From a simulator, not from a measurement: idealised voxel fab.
Module name: voxel released beams (process module)
Square cell edge 5 nm, section width 295 nm, ID cut.
If you're reading a cross-section in this doc, picture square cells in a grid; it comes to you as bands, top ones listed first down to the bottom, and a band can be one or more rows of cells. Basically the band line says how high the top is and how high the bottom is, in nm, and then what's in it from left to right, every material with its width in nm. Empty space shows up as "air", and if a single material carries "full width" it runs the full band edge to edge. Convention: height 0 is the level below which the wafer, as received, is all one material. The lowest band does not terminate at the bottom but continues downward, represented as "0 down". A width such as "30..40" changes by the same amount from each row of cells to the next, from the band's top row to its bottom row. Step note "remained the same" = no cross-section cell changed. If an empty space has no open way to the top and is at least 8 cells in size, "Closed void inventory" lists it, written width x height at distance, where distance is measured from the left edge and every value is in nm. Whatever follows a step's settings on its line is a remark the simulator itself makes about that step. overlay nm: right-of-plan distance of the mask on a masked step; negative values mean left-of-plan.

Steps planned for the process:
step 1: RECEIVE, material Si
step 2: CONFORMAL_DEP, material Al2O3, thk nm 5
step 3: DIRECTIONAL_DEP, material SiO2, thk nm 15
step 4: DIRECTIONAL_DEP, material aC, thk nm 15
step 5: PATTERN, tone open, mask id ANCHOR, material resist, width nm 40, thk nm 35, overlay nm 0
step 6: DIRECTIONAL_ETCH, etch materials aC, depth nm 15
step 7: STRIP, etch materials resist
step 8: DIRECTIONAL_ETCH, etch materials SiO2, depth nm 15
step 9: STRIP, etch materials aC
step 10: CONFORMAL_DEP, material SiN, thk nm 15
step 11: DIRECTIONAL_DEP, material aC, thk nm 15
step 12: PATTERN, tone cover, mask id BEAM, material resist, width nm 95, thk nm 30, overlay nm 0
step 13: DIRECTIONAL_ETCH, etch materials aC, depth nm 15
step 14: STRIP, etch materials resist
step 15: DIRECTIONAL_ETCH, etch materials SiN, depth nm 15
step 16: STRIP, etch materials aC
step 17: STRIP, etch materials SiO2

First of two wafers, with the run carried out as planned:

Incoming wafer in cross-section (state: after step 1):
	0 down: Si full width
	Closed void inventory: none

Sectional view: wafer, after step 2:
	5 to 0: Al2O3 full width
	All layers under 0 are left as they were.

Sectional view: wafer, after step 3:
	20 to 5: SiO2 full width
	All layers under 5 are left as they were.

Sectional view: wafer, after step 4:
	35 to 20: aC full width
	All layers under 20 are left as they were.

Sectional view: wafer, after step 5:
	70 to 35: resist (100), air (40), resist (155)
	All layers under 35 are left as they were.

Sectional view: wafer, after step 6:
	55 to 35: resist (100), air (40), resist (155)
	35 to 20: aC (100), air (40), aC (155)
	All layers under 20 are left as they were.

Sectional view: wafer, after step 7:
	35 to 20: aC (100), air (40), aC (155)
	All layers under 20 are left as they were.

Sectional view: wafer, after step 8:
	35 to 20: aC (100), air (40), aC (155)
	20 to 5: SiO2 (100), air (40), SiO2 (155)
	All layers under 5 are left as they were.

Sectional view: wafer, after step 9:
	20 to 5: SiO2 (100), air (40), SiO2 (155)
	All layers under 5 are left as they were.

Sectional view: wafer, after step 10:
	35 to 20: SiN (115), air (10), SiN (170)
	20 to 5: SiO2 (100), SiN (40), SiO2 (155)
	All layers under 5 are left as they were.

Sectional view: wafer, after step 11:
	50 to 35: aC (115), air (10), aC (170)
	35 to 20: SiN (115), aC (10), SiN (170)
	All layers under 20 are left as they were.

Sectional view: wafer, after step 12:
	80 to 50: air (95), resist (95), air (105)
	50 to 35: aC (115), resist (10), aC (170)
	All layers under 35 are left as they were.

Sectional view: wafer, after step 13:
	65 to 50: air (95), resist (95), air (105)
	50 to 35: air (95), aC (20), resist (10), aC (65), air (105)
	All layers under 35 are left as they were.

Sectional view: wafer, after step 14:
	50 to 35: air (95), aC (20), air (10), aC (65), air (105)
	All layers under 35 are left as they were.

Sectional view: wafer, after step 15:
	50 to 35: air (95), aC (20), air (10), aC (65), air (105)
	35 to 20: air (95), SiN (20), aC (10), SiN (65), air (105)
	All layers under 20 are left as they were.

Sectional view: wafer, after step 16:
	35 to 20: air (95), SiN (20), air (10), SiN (65), air (105)
	All layers under 20 are left as they were.

Sectional view: wafer, after step 17:
	35 to 20: air (95), SiN (20), air (10), SiN (65), air (105)
	20 to 5: air (100), SiN (40), air (155)
	All layers under 5 are left as they were.

Second of two: same start, same plan, one run error; steps up to and including 1 match the first:

Cross-section of the second wafer when, according to plan, step 2 should have finished:
	15 to 0: SiO2 full width
	All layers under 0 are left as they were.

Cross-section of the second wafer when, according to plan, step 3 should have finished:
	20 to 15: Al2O3 full width
	All layers under 15 are left as they were.

Cross-section of the second wafer when, according to plan, step 4 should have finished:
	35 to 20: aC full width
	All layers under 20 are left as they were.

Cross-section of the second wafer when, according to plan, step 5 should have finished:
	70 to 35: resist (100), air (40), resist (155)
	All layers under 35 are left as they were.

Cross-section of the second wafer when, according to plan, step 6 should have finished:
	55 to 35: resist (100), air (40), resist (155)
	35 to 20: aC (100), air (40), aC (155)
	All layers under 20 are left as they were.

Cross-section of the second wafer when, according to plan, step 7 should have finished:
	35 to 20: aC (100), air (40), aC (155)
	All layers under 20 are left as they were.

Cross-section of the second wafer when, according to plan, step 8 should have finished: remained the same

Cross-section of the second wafer when, according to plan, step 9 should have finished:
	20 to 15: Al2O3 full width
	All layers under 15 are left as they were.

Cross-section of the second wafer when, according to plan, step 10 should have finished:
	35 to 20: SiN full width
	All layers under 20 are left as they were.

Cross-section of the second wafer when, according to plan, step 11 should have finished:
	50 to 35: aC full width
	All layers under 35 are left as they were.

Cross-section of the second wafer when, according to plan, step 12 should have finished:
	80 to 50: air (95), resist (95), air (105)
	All layers under 50 are left as they were.

Cross-section of the second wafer when, according to plan, step 13 should have finished:
	65 to 50: air (95), resist (95), air (105)
	50 to 35: air (95), aC (95), air (105)
	All layers under 35 are left as they were.

Cross-section of the second wafer when, according to plan, step 14 should have finished:
	50 to 35: air (95), aC (95), air (105)
	All layers under 35 are left as they were.

Cross-section of the second wafer when, according to plan, step 15 should have finished:
	50 to 35: air (95), aC (95), air (105)
	35 to 20: air (95), SiN (95), air (105)
	All layers under 20 are left as they were.

Cross-section of the second wafer when, according to plan, step 16 should have finished:
	35 to 20: air (95), SiN (95), air (105)
	All layers under 20 are left as they were.

Cross-section of the second wafer when, according to plan, step 17 should have finished: remained the same
Diagnosis: steps 2 and 3 swapped
The closing comparison, in cells, has the second wafer with more or fewer of some materials than the first: 18 fewer of SiN | 177 more of SiO2
